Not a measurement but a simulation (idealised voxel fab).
process module | voxel air gaps
Cross-section cut: width 215 nm, square cells of 5 nm.
A cross-section is a grid of square cells, given in bands from the top down. A band is one or more rows of cells. Band: top and bottom heights (nm) first, top before bottom; then materials from left to right, widths in nm. "throughout" marks a sole material filling the band edge to edge. "air" denotes empty space. Counting heights begins at 0, where everything beneath is, in the wafer as received, one material. The lowest band has no bottom; it goes on downwards, as "z 0 and below" shows. Width spec "30..40" -> top row of cells at first value, bottom row at second value, equal per-row change in between. Given "no change occurred" for a step, no cell of the cross-section differs between before and after that step. Empty spaces counting at least 8 cells and having no open way to the top are listed in "Trapped void list". The notation width x height at distance is used for each, the distance being from the left edge and all three values in nm. If you see something after the settings on a step's line, that's the simulator's own remark about that step. overlay nm: step with mask; distance mask lay right of planned place; negative value = left of planned place.

Set out below are the planned steps of the process:
step 1: op RECEIVE | material Si
step 2: op CONFORMAL_DEP | material SiO2 | thk nm 10
step 3: op CONFORMAL_DEP | material SiCN | thk nm 5
step 4: op DIRECTIONAL_DEP | material lowk | thk nm 40
step 5: op DIRECTIONAL_DEP | material aC | thk nm 10
step 6: op PATTERN | tone open | mask id LINES | material resist | width nm 15 | pitch nm 50 | thk nm 30 | overlay nm 0
step 7: op DIRECTIONAL_ETCH | etch materials aC | depth nm 10
step 8: op STRIP | etch materials resist
step 9: op DIRECTIONAL_ETCH | etch materials lowk | depth nm 40
step 10: op STRIP | etch materials aC
step 11: op CONFORMAL_DEP | material TiN | thk nm 5
step 12: op FILL_DEP | material Cu | thk nm 5
step 13: op CMP | height nm 55
step 14: op EPI | material Ru | thk nm 10
step 15: op SELECTIVE_ETCH | etch materials lowk | depth nm 50
step 16: op CONFORMAL_DEP | material SiCN | thk nm 5
Keep in mind the plan's value for the width nm of step 6 comes from the first wafer; the wafers don't share that setting, but they do share the same starting point.

Cross-section: the first of several wafers in its as-received state, i.e. following step 1:
> z 0 and below | Si throughout
> Trapped void list: none

Wafer cross-section (first of several) - module end, post step 16 (last step):
> z 70 to 65 | air 35 nm | SiCN 45 nm | air 5 nm | SiCN 45 nm | air 5 nm | SiCN 45 nm | air 35 nm
> z 65 to 55 | air 35 nm | SiCN 5 nm | Ru 35 nm | SiCN 5 nm | air 5 nm | SiCN 5 nm | Ru 35 nm | SiCN 5 nm | air 5 nm | SiCN 5 nm | Ru 35 nm | SiCN 5 nm | air 35 nm
> z 55 to 50 | air 35 nm | SiCN 15 nm | TiN 5 nm | Cu 5 nm | TiN 5 nm | SiCN 15 nm | air 5 nm | SiCN 15 nm | TiN 5 nm | Cu 5 nm | TiN 5 nm | SiCN 15 nm | air 5 nm | SiCN 15 nm | TiN 5 nm | Cu 5 nm | TiN 5 nm | SiCN 15 nm | air 35 nm
> z 50 to 20 | air 45 nm | SiCN 5 nm | TiN 5 nm | Cu 5 nm | TiN 5 nm | SiCN 5 nm | air 25 nm | SiCN 5 nm | TiN 5 nm | Cu 5 nm | TiN 5 nm | SiCN 5 nm | air 25 nm | SiCN 5 nm | TiN 5 nm | Cu 5 nm | TiN 5 nm | SiCN 5 nm | air 45 nm
> z 20 to 15 | SiCN 50 nm | TiN 15 nm | SiCN 35 nm | TiN 15 nm | SiCN 35 nm | TiN 15 nm | SiCN 50 nm
> z 15 to 10 | SiCN throughout
> z 10 to 0 | SiO2 throughout
> z 0 and below | Si throughout
> Trapped void list: none

Last wafer of the set, cross-sectioned at end of module:
> z 70 to 65 | air 25 nm | SiCN 165 nm | air 25 nm
> z 65 to 55 | air 25 nm | SiCN 5 nm | Ru 155 nm | SiCN 5 nm | air 25 nm
> z 55 to 50 | air 25 nm | SiCN 15 nm | TiN 5 nm | Cu 25 nm | TiN 5 nm | lowk 15 nm | TiN 5 nm | Cu 25 nm | TiN 5 nm | lowk 15 nm | TiN 5 nm | Cu 25 nm | TiN 5 nm | SiCN 15 nm | air 25 nm
> z 50 to 20 | air 35 nm | SiCN 5 nm | TiN 5 nm | Cu 25 nm | TiN 5 nm | lowk 15 nm | TiN 5 nm | Cu 25 nm | TiN 5 nm | lowk 15 nm | TiN 5 nm | Cu 25 nm | TiN 5 nm | SiCN 5 nm | air 35 nm
> z 20 to 15 | SiCN 40 nm | TiN 35 nm | lowk 15 nm | TiN 35 nm | lowk 15 nm | TiN 35 nm | SiCN 40 nm
> z 15 to 10 | SiCN throughout
> z 10 to 0 | SiO2 throughout
> z 0 and below | Si throughout
> Trapped void list: none

Per wafer, end of module: cells gained (+) or lost (-) per material since receipt, then closed voids:
width nm 15, +21 Cu, +42 Ru, +170 SiCN, +86 SiO2, +51 TiN, Trapped void list: none
width nm 20, +42 Cu, +48 Ru, +170 SiCN, +86 SiO2, +54 TiN, Trapped void list: 20 x 30 at 70; 20 x 30 at 120
width nm 25, +63 Cu, +54 Ru, +162 SiCN, +86 SiO2, +57 TiN, Trapped void list: 15 x 30 at 75; 15 x 30 at 125
width nm 30, +84 Cu, +60 Ru, +114 SiCN, +86 SiO2, +60 TiN, +64 lowk, Trapped void list: none
width nm 35, +105 Cu, +62 Ru, +114 SiCN, +86 SiO2, +63 TiN, +48 lowk, Trapped void list: none
